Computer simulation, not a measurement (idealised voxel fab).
process module | voxel gate over fins
cross-section cut | 210 nm wide | cells 5 nm
A cross-section is a grid of square cells, given in bands from the top down. A band is one or more rows of cells.
Each band's line starts with the height of the band's top and of its bottom, in nm. Then come its materials from left to right, each with its width in nm. One material with "throughout" fills the band from edge to edge. "air" is empty space.
Height 0 is the level under which the wafer as received is all one material. The lowest band goes on downwards, as in "0 down".
A width such as "30 to 40" changes by the same amount from each row of cells to the next, from the band's top row to its bottom row.
"no change" after a step means that no cell of the cross-section changed.
closed voids: empty space of 8 cells or more with no open way to the top, each as width x height at its distance from the left edge, in nm
after a step's settings: what the simulator itself notes on the step
overlay nm, on a step with a mask: how far to the right of its planned place the mask lay; to the left if negative
plan
1 op RECEIVE | material Si
2 op CONFORMAL_DEP | material SiN | thk nm 10
3 op DIRECTIONAL_DEP | material aC | thk nm 15
4 op PATTERN | tone cover | mask id FINS | material resist | width nm 15 | pitch nm 45 | thk nm 35 | overlay nm 0
5 op DIRECTIONAL_ETCH | etch materials aC | depth nm 15
6 op STRIP | etch materials resist
7 op DIRECTIONAL_ETCH | etch materials SiN | depth nm 10
8 op DIRECTIONAL_ETCH | etch materials Si | depth nm 35
9 op STRIP | etch materials aC
10 op FILL_DEP | material SiO2 | thk nm 15
11 op CMP | height nm 10
12 op SELECTIVE_ETCH | etch materials SiO2 | depth nm 25
13 op STRIP | etch materials SiN
14 op CONFORMAL_DEP | material HfO2 | thk nm 5
15 op CONFORMAL_DEP | material TiN | thk nm 5
16 op CONFORMAL_DEP | material TiAl | thk nm 5
17 op CONFORMAL_DEP | material TiN | thk nm 5
18 op FILL_DEP | material W | thk nm 10
19 op CMP | height nm 25
20 op CONFORMAL_DEP | material SiCN | thk nm 5
as received, after step 1
  0 down: Si throughout
  closed voids: none
first wafer at the end, as planned
  30 to 25: SiCN throughout
  25 to 20: W throughout
  20 to 15: W 30 | TiN 145 | W 35
  15 to 10: W 30 | TiN 5 | TiAl 135 | TiN 5 | W 35
  10 to 5: W 30 | TiN 5 | TiAl 5 | TiN 35 | TiAl 10 | TiN 35 | TiAl 10 | TiN 35 | TiAl 5 | TiN 5 | W 35
  5 to 0: TiN 35 | TiAl 5 | TiN 5 | HfO2 25 | TiN 5 | TiAl 10 | TiN 5 | HfO2 25 | TiN 5 | TiAl 10 | TiN 5 | HfO2 25 | TiN 5 | TiAl 5 | TiN 40
  0 to -5: TiAl 40 | TiN 5 | HfO2 5 | Si 15 | HfO2 5 | TiN 5 | TiAl 10 | TiN 5 | HfO2 5 | Si 15 | HfO2 5 | TiN 5 | TiAl 10 | TiN 5 | HfO2 5 | Si 15 | HfO2 5 | TiN 5 | TiAl 45
  -5 to -10: TiN 45 | HfO2 5 | Si 15 | HfO2 5 | TiN 20 | HfO2 5 | Si 15 | HfO2 5 | TiN 20 | HfO2 5 | Si 15 | HfO2 5 | TiN 50
  -10 to -15: HfO2 50 | Si 15 | HfO2 30 | Si 15 | HfO2 30 | Si 15 | HfO2 55
  -15 to -35: SiO2 50 | Si 15 | SiO2 30 | Si 15 | SiO2 30 | Si 15 | SiO2 55
  -35 down: Si throughout
  closed voids: none
second wafer at the end: like start, like plan, one mistake
  30 to 25: SiCN throughout
  25 to 20: W throughout
  20 to 15: TiN throughout
  15 to 10: TiAl throughout
  10 to 5: TiN throughout
  5 to 0: HfO2 55 | TiN 5 | HfO2 40 | TiN 5 | HfO2 40 | TiN 5 | HfO2 60
  0 to -10: Si 50 | HfO2 5 | TiN 5 | HfO2 5 | Si 30 | HfO2 5 | TiN 5 | HfO2 5 | Si 30 | HfO2 5 | TiN 5 | HfO2 5 | Si 55
  -10 to -15: Si 50 | HfO2 15 | Si 30 | HfO2 15 | Si 30 | HfO2 15 | Si 55
  -15 to -35: Si 50 | SiO2 15 | Si 30 | SiO2 15 | Si 30 | SiO2 15 | Si 55
  -35 down: Si throughout
  closed voids: none
what went wrong: step 4 ran as: op PATTERN | tone open | mask id FINS | material resist | width nm 15 | pitch nm 45 | thk nm 35 | overlay nm 0
at the end the second wafer has, in cells: 168 more of Si | 96 fewer of SiO2 | 18 fewer of TiAl | 15 fewer of TiN | 39 fewer of W
